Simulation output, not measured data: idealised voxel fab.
process module | voxel self aligned vias
Displayed cross-section: cut, width of 235 nm, square cells sized 5 nm.
Bands, listed from the top down, are how a cross-section gets written in this document; the cross-section itself is a grid of square cells, and a band is one or more rows of them.
In this notation a band is specified by the heights of its top and bottom, in that order and in nm, after which its materials appear from left to right, each paired with its width in nm. The word "everywhere" attached to a single material means that material fills the band from edge to edge; the word "blank" stands for empty space.
Zero point of the height axis is 0; under it, received wafer = one material. Lowest band: continues down indefinitely, "0 -> down".
You'd read "30 to 40" like this: the band's top row of cells is as wide as the first number, its bottom row is as wide as the second, and going down, every row changes width by the same amount as the row before did.
Any step labelled "identical to before" changed none of the cells in the cross-section.
In the "Completely enclosed voids" entry, you get each enclosed empty space of 8 cells or more, one with no open way to the top, written width x height at distance, distance from the left edge, in nm.
Past the settings on a step's line: simulator remark, on that step.
Each step line may optionally specify "overlay nm", which for a step with a mask gives the rightward distance between the mask's planned place and where it lay, a negative value indicating the leftward direction.
-- List of planned process steps
step 1: RECEIVE,material Si
step 2: CONFORMAL_DEP,material SiO2,thk nm 10
step 3: CONFORMAL_DEP,material SiCN,thk nm 5
step 4: DIRECTIONAL_DEP,material lowk,thk nm 30
step 5: PATTERN,tone open,mask id LINES,material resist,width nm 15,pitch nm 65,thk nm 15,overlay nm 0
step 6: DIRECTIONAL_ETCH,etch materials lowk,depth nm 30
step 7: STRIP,etch materials resist
step 8: CONFORMAL_DEP,material TiN,thk nm 5
step 9: FILL_DEP,material Ru,thk nm 5
step 10: CMP,height nm 45
step 11: SELECTIVE_ETCH,etch materials W Ru TiN,depth nm 5
step 12: FILL_DEP,material SiN,thk nm 5
step 13: CMP,height nm 45
step 14: DIRECTIONAL_DEP,material lowk,thk nm 20
step 15: MASKED_ETCH,tone open,mask id VIAS,width nm 35,pitch nm 65,etch materials lowk,depth nm 20,overlay nm 0
step 16: MASKED_ETCH,tone open,mask id VIAS,width nm 35,pitch nm 65,etch materials SiN,depth nm 5,overlay nm 0
step 17: CONFORMAL_DEP,material TiN,thk nm 5
step 18: FILL_DEP,material W,thk nm 10
step 19: CMP,height nm 65
step 20: CONFORMAL_DEP,material SiN,thk nm 5
Variable across wafers: step 5 width nm (plan value is that of the first wafer; starting state common to all).
-- Incoming state of the first of several wafers in cross-section: after step 1
0 -> down: Si everywhere
Completely enclosed voids: none
-- Below is a per-wafer table. In it, each row describes the wafer at the end of the module by giving, for each material, the number of cells gained (+) or lost (-) since the wafer was received, and after that the closed voids of the wafer
width nm 15, +12 Ru, +47 SiCN, +47 SiN, +94 SiO2, +78 TiN, +48 W, +332 lowk, Completely enclosed voids: none
width nm 20, +24 Ru, +47 SiCN, +47 SiN, +94 SiO2, +81 TiN, +51 W, +314 lowk, Completely enclosed voids: none
width nm 25, +36 Ru, +47 SiCN, +47 SiN, +94 SiO2, +84 TiN, +54 W, +296 lowk, Completely enclosed voids: none
width nm 30, +48 Ru, +47 SiCN, +47 SiN, +94 SiO2, +87 TiN, +57 W, +278 lowk, Completely enclosed voids: none
width nm 35, +60 Ru, +47 SiCN, +47 SiN, +94 SiO2, +90 TiN, +60 W, +260 lowk, Completely enclosed voids: none
width nm 40, +72 Ru, +47 SiCN, +50 SiN, +94 SiO2, +93 TiN, +60 W, +242 lowk, Completely enclosed voids: none
